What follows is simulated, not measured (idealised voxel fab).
Process module under the name voxel ribs on slabs
Each square cell in cross-section cut measures 5 nm, and the section as a whole is 265 nm wide.
Think of the cross-section as a grid of square cells. We describe it in bands, top to bottom, and each band covers one or more rows of those cells. Read a band's entry like this: the first values are the height of its top and the height of its bottom in nm, and what follows is the sequence of materials from left to right, each with its width in nm. Note that "blank" is empty space, and that a single material marked "full width" reaches across the band from edge to edge. Heads up on the height convention: 0 is the point under which the incoming wafer is all one material, and the lowest band has no bottom, it just keeps going down, like "z 0 and below". Think of "30->40" as a width that walks from the first number to the second as you go down the band, top row to bottom row, taking equal-sized steps from row to row. What does "no change occurred" mean for a step? It means no cell of the cross-section changed in that step. Empty spaces counting at least 8 cells and having no open way to the top are listed in "Fully enclosed voids". The notation width x height at distance is used for each, the distance being from the left edge and all three values in nm. Text after the settings on a step's line: the simulator's own remark on that step. The setting "overlay nm" may be written on the line of a step. When the step uses a mask, the value reports how far to the right of the planned place the mask lay, and a negative value reports that it lay to the left.

Process steps foreseen in the plan
1,RECEIVE with material Si
2,DIRECTIONAL_DEP with material SiO2, thk nm 20
3,DIRECTIONAL_DEP with material polySi, thk nm 15
4,PATTERN with tone cover, mask id RIB, material resist, width nm 30, thk nm 15, overlay nm 0
5,DIRECTIONAL_ETCH with etch materials polySi, depth nm 5
6,STRIP with etch materials resist
7,PATTERN with tone cover, mask id SLAB, material resist, width nm 80, thk nm 20, overlay nm 0
8,DIRECTIONAL_ETCH with etch materials polySi, depth nm 10
9,STRIP with etch materials resist
10,FILL_DEP with material SiO2, thk nm 20
11,CMP with height nm 50
12,DIRECTIONAL_DEP with material TiN, thk nm 5
13,DIRECTIONAL_DEP with material aC, thk nm 10
14,PATTERN with tone cover, mask id HEATER, material resist, width nm 40, thk nm 25, overlay nm 0
15,DIRECTIONAL_ETCH with etch materials aC, depth nm 10
16,STRIP with etch materials resist
17,DIRECTIONAL_ETCH with etch materials TiN, depth nm 5
18,STRIP with etch materials aC
19,CONFORMAL_DEP with material SiN, thk nm 5

First wafer of two (run as planned)

Incoming wafer in cross-section (state: after step 1)
* z 0 and below: Si full width
* Fully enclosed voids: none

Take a look at the wafer's cross-section after step 2
* z 20 to 0: SiO2 full width
* Everything below 0 is unchanged.

Take a look at the wafer's cross-section after step 3
* z 35 to 20: polySi full width
* Everything below 20 is unchanged.

Take a look at the wafer's cross-section after step 4
* z 50 to 35: blank (115)  resist (30)  blank (120)
* Everything below 35 is unchanged.

Take a look at the wafer's cross-section after step 5
* z 50 to 35: blank (115)  resist (30)  blank (120)
* z 35 to 30: blank (115)  polySi (30)  blank (120)
* Everything below 30 is unchanged.

Take a look at the wafer's cross-section after step 6
* z 35 to 30: blank (115)  polySi (30)  blank (120)
* Everything below 30 is unchanged.

Take a look at the wafer's cross-section after step 7
* z 55 to 35: blank (90)  resist (80)  blank (95)
* z 35 to 30: blank (90)  resist (25)  polySi (30)  resist (25)  blank (95)
* Everything below 30 is unchanged.

Take a look at the wafer's cross-section after step 8
* z 55 to 35: blank (90)  resist (80)  blank (95)
* z 35 to 30: blank (90)  resist (25)  polySi (30)  resist (25)  blank (95)
* z 30 to 20: blank (90)  polySi (80)  blank (95)
* Everything below 20 is unchanged.

Take a look at the wafer's cross-section after step 9
* z 35 to 30: blank (115)  polySi (30)  blank (120)
* Everything below 30 is unchanged.

Take a look at the wafer's cross-section after step 10
* z 55 to 35: SiO2 full width
* z 35 to 30: SiO2 (115)  polySi (30)  SiO2 (120)
* z 30 to 20: SiO2 (90)  polySi (80)  SiO2 (95)
* Everything below 20 is unchanged.

Take a look at the wafer's cross-section after step 11
* z 50 to 35: SiO2 full width
* Everything below 35 is unchanged.

Take a look at the wafer's cross-section after step 12
* z 55 to 50: TiN full width
* Everything below 50 is unchanged.

Take a look at the wafer's cross-section after step 13
* z 65 to 55: aC full width
* Everything below 55 is unchanged.

Take a look at the wafer's cross-section after step 14
* z 90 to 65: blank (110)  resist (40)  blank (115)
* Everything below 65 is unchanged.

Take a look at the wafer's cross-section after step 15
* z 80 to 65: blank (110)  resist (40)  blank (115)
* z 65 to 55: blank (110)  aC (40)  blank (115)
* Everything below 55 is unchanged.

Take a look at the wafer's cross-section after step 16
* z 65 to 55: blank (110)  aC (40)  blank (115)
* Everything below 55 is unchanged.

Take a look at the wafer's cross-section after step 17
* z 65 to 55: blank (110)  aC (40)  blank (115)
* z 55 to 50: blank (110)  TiN (40)  blank (115)
* Everything below 50 is unchanged.

Take a look at the wafer's cross-section after step 18
* z 55 to 50: blank (110)  TiN (40)  blank (115)
* Everything below 50 is unchanged.

Take a look at the wafer's cross-section after step 19
* z 60 to 55: blank (105)  SiN (50)  blank (110)
* z 55 to 50: SiN (110)  TiN (40)  SiN (115)
* Everything below 50 is unchanged.

The second wafer: identical to the first at the outset and in its planned sequence, differing only in that one mistake was made during processing; up to and including step 3, its path is the first wafer's path

Second wafer: cross-section at the scheduled end of step 4
* z 50 to 35: resist (115)  blank (30)  resist (120)
* Everything below 35 is unchanged.

Second wafer: cross-section at the scheduled end of step 5
* z 50 to 35: resist (115)  blank (30)  resist (120)
* z 35 to 30: polySi (115)  blank (30)  polySi (120)
* Everything below 30 is unchanged.

Second wafer: cross-section at the scheduled end of step 6
* z 35 to 30: polySi (115)  blank (30)  polySi (120)
* Everything below 30 is unchanged.

Second wafer: cross-section at the scheduled end of step 7
* z 55 to 35: blank (90)  resist (80)  blank (95)
* z 35 to 30: polySi (115)  resist (30)  polySi (120)
* Everything below 30 is unchanged.

Second wafer: cross-section at the scheduled end of step 8
* z 55 to 35: blank (90)  resist (80)  blank (95)
* z 35 to 30: blank (90)  polySi (25)  resist (30)  polySi (25)  blank (95)
* z 30 to 25: blank (90)  polySi (80)  blank (95)
* Everything below 25 is unchanged.

Second wafer: cross-section at the scheduled end of step 9
* z 35 to 30: blank (90)  polySi (25)  blank (30)  polySi (25)  blank (95)
* Everything below 30 is unchanged.

Second wafer: cross-section at the scheduled end of step 10
* z 55 to 35: SiO2 full width
* z 35 to 30: SiO2 (90)  polySi (25)  SiO2 (30)  polySi (25)  SiO2 (95)
* z 30 to 25: SiO2 (90)  polySi (80)  SiO2 (95)
* Everything below 25 is unchanged.

Second wafer: cross-section at the scheduled end of step 11
* z 50 to 35: SiO2 full width
* Everything below 35 is unchanged.

Second wafer: cross-section at the scheduled end of step 12
* z 55 to 50: TiN full width
* Everything below 50 is unchanged.

Second wafer: cross-section at the scheduled end of step 13
* z 65 to 55: aC full width
* Everything below 55 is unchanged.

Second wafer: cross-section at the scheduled end of step 14
* z 90 to 65: blank (110)  resist (40)  blank (115)
* Everything below 65 is unchanged.

Second wafer: cross-section at the scheduled end of step 15
* z 80 to 65: blank (110)  resist (40)  blank (115)
* z 65 to 55: blank (110)  aC (40)  blank (115)
* Everything below 55 is unchanged.

Second wafer: cross-section at the scheduled end of step 16
* z 65 to 55: blank (110)  aC (40)  blank (115)
* Everything below 55 is unchanged.

Second wafer: cross-section at the scheduled end of step 17
* z 65 to 55: blank (110)  aC (40)  blank (115)
* z 55 to 50: blank (110)  TiN (40)  blank (115)
* Everything below 50 is unchanged.

Second wafer: cross-section at the scheduled end of step 18
* z 55 to 50: blank (110)  TiN (40)  blank (115)
* Everything below 50 is unchanged.

Second wafer: cross-section at the scheduled end of step 19
* z 60 to 55: blank (105)  SiN (50)  blank (110)
* z 55 to 50: SiN (110)  TiN (40)  SiN (115)
* Everything below 50 is unchanged.
Deviation noted in wafer processing: step 4 off recipe, ran as PATTERN with tone open, mask id RIB, material resist, width nm 30, thk nm 15, overlay nm 0
The final cell counts differ between the wafers, with the second having more or fewer of some materials than the first: 41 fewer of SiO2; 41 more of polySi
